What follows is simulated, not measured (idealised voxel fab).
The following is a process module called voxel air gaps.
FYI the section here is cut, 180 nm wide, cells are 5 nm squares.
In what follows, cross-sections appear as grids of square cells, described through bands that run from the top down, where every band is one or more rows of cells.
First you get the band's top height and its bottom height, in nm, and then the materials it's made of, left to right, with each width in nm. If you see a single material with "edge to edge", that one covers the band edge to edge. "blank" is empty space.
Measure heights from 0. That's the level where, below it, the as-received wafer is all one material. The lowest band is bottomless and extends downward; write it as in "0 -> down".
A width such as "30..40" changes by the same amount from each row of cells to the next, from the band's top row to its bottom row.
Where the words "stayed the same" appear for a step, the cross-section shows no cell changed by that step; every cell remained as before.
The list in "Closed void register" covers empty spaces of 8 cells or more that cannot reach the top through any open way, and it gives each as width x height at distance; the distance is from the left edge, and width, height and distance are in nm.
after a step's settings: what the simulator itself notes on the step
The line of a step may include "overlay nm". On a step with a mask, this value is how far to the right of its planned place the mask lay. A negative value means the mask lay to the left.
[Steps planned for the process]
- 1: RECEIVE, material Si
- 2: CONFORMAL_DEP, material SiO2, thk nm 10
- 3: CONFORMAL_DEP, material SiN, thk nm 5
- 4: DIRECTIONAL_DEP, material SiO2, thk nm 40
- 5: MASKED_ETCH, tone open, mask id LINES, width nm 25, pitch nm 55, etch materials SiO2, depth nm 40, overlay nm 0
- 6: CONFORMAL_DEP, material TiN, thk nm 5
- 7: FILL_DEP, material Ru, thk nm 10
- 8: CMP, height nm 55
- 9: EPI, material Ru, thk nm 10
- 10: SELECTIVE_ETCH, etch materials SiO2, depth nm 50
- 11: CONFORMAL_DEP, material SiCN, thk nm 5
[Wafer as received: cross-section following step 1]
  0 -> down = Si edge to edge
  Closed void register: none
[Run as planned - first of the two wafers cross-sectioned at the end of the module]
  70 -> 65 = 5 blank / 165 SiCN / 10 blank
  65 -> 55 = 5 blank / 5 SiCN / 45 Ru / 10 SiCN / 45 Ru / 10 SiCN / 45 Ru / 5 SiCN / 10 blank
  55 -> 50 = 5 blank / 15 SiCN / 5 TiN / 15 Ru / 5 TiN / 30 SiCN / 5 TiN / 15 Ru / 5 TiN / 30 SiCN / 5 TiN / 15 Ru / 5 TiN / 15 SiCN / 10 blank
  50 -> 20 = 15 blank / 5 SiCN / 5 TiN / 15 Ru / 5 TiN / 5 SiCN / 20 blank / 5 SiCN / 5 TiN / 15 Ru / 5 TiN / 5 SiCN / 20 blank / 5 SiCN / 5 TiN / 15 Ru / 5 TiN / 5 SiCN / 20 blank
  20 -> 15 = 20 SiCN / 25 TiN / 30 SiCN / 25 TiN / 30 SiCN / 25 TiN / 25 SiCN
  15 -> 10 = SiN edge to edge
  10 -> 0 = SiO2 edge to edge
  0 -> down = Si edge to edge
  Closed void register: 20 x 30 at 50; 20 x 30 at 105
[The second wafer, shown in cross-section after the module: started the same way as the first and given the same plan, yet one mistake crept into how it was run]
  70 -> 65 = SiCN edge to edge
  65 -> 50 = Ru edge to edge
  50 -> 45 = 25 TiN / 15 Ru / 40 TiN / 15 Ru / 40 TiN / 15 Ru / 30 TiN
  45 -> 10 = 20 SiO2 / 5 TiN / 15 Ru / 5 TiN / 30 SiO2 / 5 TiN / 15 Ru / 5 TiN / 30 SiO2 / 5 TiN / 15 Ru / 5 TiN / 25 SiO2
  10 -> 5 = 20 SiO2 / 25 TiN / 30 SiO2 / 25 TiN / 30 SiO2 / 25 TiN / 25 SiO2
  5 -> 0 = SiN edge to edge
  0 -> down = Si edge to edge
  Closed void register: none
The mistake made against the process plan was this: no execution of plan step 2; skipped
End check, counted in cells, second wafer has more or fewer of these materials than the first: 63 more of Ru | 84 fewer of SiCN | 96 more of SiO2 | 27 more of TiN
Closed voids, final: 2 / 0 (first wafer / second wafer).
